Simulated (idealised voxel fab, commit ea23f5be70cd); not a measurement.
Name of the process module below: voxel spacer lines
It is cross-section cut that appears here, measuring 300 nm in width, its square cells being 5 nm in size.
Square cells in a grid make up a cross-section in this document, and the grid is given as bands, listed from the top down, each one or more rows of cells.
Band entry format. Leading values: height of top, height of bottom, nm. Remainder: materials in left-to-right order, each with its width in nm. Special words: "edge to edge" on a single material, which then fills the band edge to edge; "blank", empty space.
Measure heights from 0. That's the level where, below it, the as-received wafer is all one material. The lowest band is bottomless and extends downward; write it as in "0 down".
Width spec "30..40" -> top row of cells at first value, bottom row at second value, equal per-row change in between.
You'll sometimes find "no modification" written for a step, and that's the way of saying that nowhere in the cross-section did a cell change during that step.
In "Non-vented voids" the enclosed voids are listed, meaning empty spaces of 8 cells or larger without any opening to the top. The form is width x height at distance, distance from the left edge, units nm.
The remark found on a step's line after its settings is issued by the simulator itself and pertains to that step.
The optional step-line setting "overlay nm" applies to steps with a mask and quantifies how far to the right of its planned location the mask lay, a negative value indicating leftward placement.
[Planned process steps]
1,RECEIVE, material Si
2,CONFORMAL_DEP, material SiO2, thk nm 10
3,DIRECTIONAL_DEP, material polySi, thk nm 15
4,DIRECTIONAL_DEP, material aC, thk nm 25
5,PATTERN, tone cover, mask id MANDREL, material resist, width nm 15, pitch nm 50, thk nm 30, overlay nm 0
6,DIRECTIONAL_ETCH, etch materials aC, depth nm 25
7,STRIP, etch materials resist
8,CONFORMAL_DEP, material SiN, thk nm 10
9,DIRECTIONAL_ETCH, etch materials SiN, depth nm 10
10,STRIP, etch materials aC
11,DIRECTIONAL_ETCH, etch materials polySi, depth nm 15
12,STRIP, etch materials SiN
13,FILL_DEP, material lowk, thk nm 5
14,CMP, height nm 25
[Cross-section of the wafer upon arrival, representing the state reached after step 1]
    0 down | Si edge to edge
    Non-vented voids: none
[Figure: cross-sectional view of the wafer upon completion of the module, processed from the initial state and according to the plan depicted above, with one error introduced during execution]
    25 to 10 | aC edge to edge
    10 to 0 | SiO2 edge to edge
    0 down | Si edge to edge
    Non-vented voids: none
Nonconformance to the process plan: so 3 and 4 got swapped relative to the plan, each ran where the other was supposed to
